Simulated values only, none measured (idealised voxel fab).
The document below concerns the process module designated voxel released beams.
cross-section cut | 270 nm wide | cells 5 nm
A cross-section in this document is a grid of square cells, and it is written down as bands, the top band listed before the ones below it; a band is made up of one or more rows of cells. Quick guide to a band line: top height, bottom height (nm) up front; then every material left to right with its width in nm. Only one material and it's marked "full width"? Then it fills the band edge to edge. And "air" just means empty space. Heights are expressed relative to 0, this being the level below which the as-received wafer comprises one material exclusively. The lowest band is unbounded in the downward direction and is denoted as in "from 0 down". A two-number width, for instance "30 to 40", indicates that the width is equal to the first number in the top row of the band and to the second number in the bottom row, and that it changes by a constant amount per row of cells. Where a step carries "nothing got changed", the cross-section came out of it unchanged, cell for cell. Entry "Closed void table". Content: empty spaces with no open connection to the top, size 8 cells or greater. Each: width x height at distance. Distance: from left edge. Unit: nm. Heads up: the bit after the settings on a step's line is the simulator's remark on that step. "overlay nm" answers the question of how far to the right of plan the mask lay on a step that has a mask, and when it is negative the answer is to the left.

Set out below are the planned steps of the process
step 1: RECEIVE [material Si]
step 2: CONFORMAL_DEP [material Al2O3] [thk nm 10]
step 3: DIRECTIONAL_DEP [material SiO2] [thk nm 15]
step 4: MASKED_ETCH [tone open] [mask id ANCHOR] [width nm 30] [etch materials SiO2] [depth nm 15] [overlay nm 0]
step 5: CONFORMAL_DEP [material polySi] [thk nm 10]
step 6: MASKED_ETCH [tone cover] [mask id BEAM] [width nm 105] [etch materials polySi] [depth nm 10] [overlay nm 0]
step 7: STRIP [etch materials SiO2]
Wafers differ in width nm at step 6; plan lists the first wafer's value; identical starting state.

The first of several wafers in cross-section, exactly as it reached us after step 1
- from 0 down  Si full width
- Closed void table: none

Each row below is a wafer at the end of the module, listing for every material the number of cells it has gained (+) or lost (-) since it was received, followed by its closed voids
width nm 105 | +108 Al2O3 | +54 polySi | Closed void table: none
width nm 110 | +108 Al2O3 | +56 polySi | Closed void table: none
width nm 115 | +108 Al2O3 | +58 polySi | Closed void table: none
width nm 120 | +108 Al2O3 | +60 polySi | Closed void table: none
width nm 125 | +108 Al2O3 | +62 polySi | Closed void table: none
width nm 130 | +108 Al2O3 | +64 polySi | Closed void table: none
